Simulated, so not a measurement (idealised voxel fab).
The document below concerns the process module designated voxel local oxidation.
cross-section cut | 210 nm wide | cells 5 nm
We lay out every cross-section as a grid of square cells and spell it out in bands from the top down, where one band means one or more rows of cells.
Band entry format. Leading values: height of top, height of bottom, nm. Remainder: materials in left-to-right order, each with its width in nm. Special words: "all across" on a single material, which then fills the band edge to edge; "blank", empty space.
Measure heights from 0. That's the level where, below it, the as-received wafer is all one material. The lowest band is bottomless and extends downward; write it as in "0 -> down".
It should be noted that a width expressed as "30->40" varies in equal increments from row to row of cells within the band, taking the value of the first number at the top row and that of the second number at the bottom row.
"nothing changed" -> step changed no cross-section cell.
"Enclosed void entries" - sealed voids, min. 8 cells, no opening to top; format: width x height at distance (distance from left edge; nm throughout).
Past the settings on a step's line: simulator remark, on that step.
"overlay nm" answers the question of how far to the right of plan the mask lay on a step that has a mask, and when it is negative the answer is to the left.
The planned process steps are enumerated hereunder
- 1: op RECEIVE | material Si
- 2: op CONFORMAL_DEP | material SiO2 | thk nm 5
- 3: op CONFORMAL_DEP | material SiN | thk nm 10
- 4: op DIRECTIONAL_DEP | material aC | thk nm 10
- 5: op PATTERN | tone cover | mask id ACTIVE | material resist | width nm 125 | thk nm 25 | overlay nm 0
- 6: op DIRECTIONAL_ETCH | etch materials aC | depth nm 10
- 7: op STRIP | etch materials resist
- 8: op DIRECTIONAL_ETCH | etch materials SiN | depth nm 10
- 9: op STRIP | etch materials aC
- 10: op SELECTIVE_ETCH | etch materials SiO2 | depth nm 5
- 11: op OXIDIZE | depth nm 15
- 12: op STRIP | etch materials SiN
The cross-section here shows the wafer as received, i.e. in its state after step 1
- 0 -> down  Si all across
- Enclosed void entries: none
Wafer at module end, in section. Began as above, planned as above, run with one mistake
- 5 -> 0  35 nm SiO2, 135 nm blank, 40 nm SiO2
- 0 -> -15  20 nm Si, 165 nm SiO2, 25 nm Si
- -15 -> down  Si all across
- Enclosed void entries: none
Error vs. plan: for step 5, the planned setting was not used; the step was instead run as op PATTERN | tone open | mask id ACTIVE | material resist | width nm 125 | thk nm 25 | overlay nm 0
